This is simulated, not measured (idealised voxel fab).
The process module that follows is named voxel air gaps.
150 nm wide, 5 nm square cells: that's cross-section cut.
When this document writes out a cross-section, it uses a grid of square cells and lists it as bands, beginning at the top and moving down, with a band standing for one or more rows of cells. First you get the band's top height and its bottom height, in nm, and then the materials it's made of, left to right, with each width in nm. If you see a single material with "throughout", that one covers the band edge to edge. "air" is empty space. Measure heights from 0. That's the level where, below it, the as-received wafer is all one material. The lowest band is bottomless and extends downward; write it as in "0 down". The two numbers in a width such as "30..40" mark its ends across the band: the first belongs to the top row of cells, the second to the bottom row, and from each row to the next the width moves by the same amount. Step marked "everything unchanged"? Then no cell in the cross-section changed in it. Empty spaces without an open route to the top, at least 8 cells in extent, make up the entry "Enclosed cavities"; each is given as width x height at distance, where the distance is measured from the left edge, and all are in nm. Anything after a step's settings on that line? It's the simulator's own note about the step. What "overlay nm" on a step's line means: if the step has a mask, that mask lay this far to the right of its planned place, or, when the value is negative, to the left.

## Below is the list of planned process steps
| 1 | RECEIVE [material Si] |
| 2 | CONFORMAL_DEP [material SiO2] [thk nm 10] |
| 3 | CONFORMAL_DEP [material SiN] [thk nm 5] |
| 4 | DIRECTIONAL_DEP [material SiO2] [thk nm 30] |
| 5 | MASKED_ETCH [tone open] [mask id LINES] [width nm 15] [pitch nm 45] [etch materials SiO2] [depth nm 30] [overlay nm 0] |
| 6 | CONFORMAL_DEP [material TiN] [thk nm 5] |
| 7 | FILL_DEP [material Ru] [thk nm 10] |
| 8 | CMP [height nm 45] |
| 9 | EPI [material Ru] [thk nm 10] |
| 10 | SELECTIVE_ETCH [etch materials SiO2] [depth nm 40] |
| 11 | CONFORMAL_DEP [material SiN] [thk nm 5] |
Split variable: width nm, step 5. Plan value = first wafer. Wafers start alike.

## Cut through the first of several wafers as received, post step 1
- 0 down  Si throughout
- Enclosed cavities: none

## Each row below is a wafer at the end of the module, listing for every material the number of cells it has gained (+) or lost (-) since it was received, followed by its closed voids
width nm 15; +57 Ru; +132 SiN; +60 SiO2; +39 TiN; Enclosed cavities: 20 x 20 at 40; 20 x 20 at 85
width nm 20; +78 Ru; +124 SiN; +60 SiO2; +42 TiN; Enclosed cavities: 15 x 20 at 45; 15 x 20 at 90
width nm 25; +99 Ru; +84 SiN; +108 SiO2; +45 TiN; Enclosed cavities: 10 x 20 at 0
width nm 30; +116 Ru; +84 SiN; +96 SiO2; +48 TiN; Enclosed cavities: 10 x 20 at 0; 10 x 20 at 140
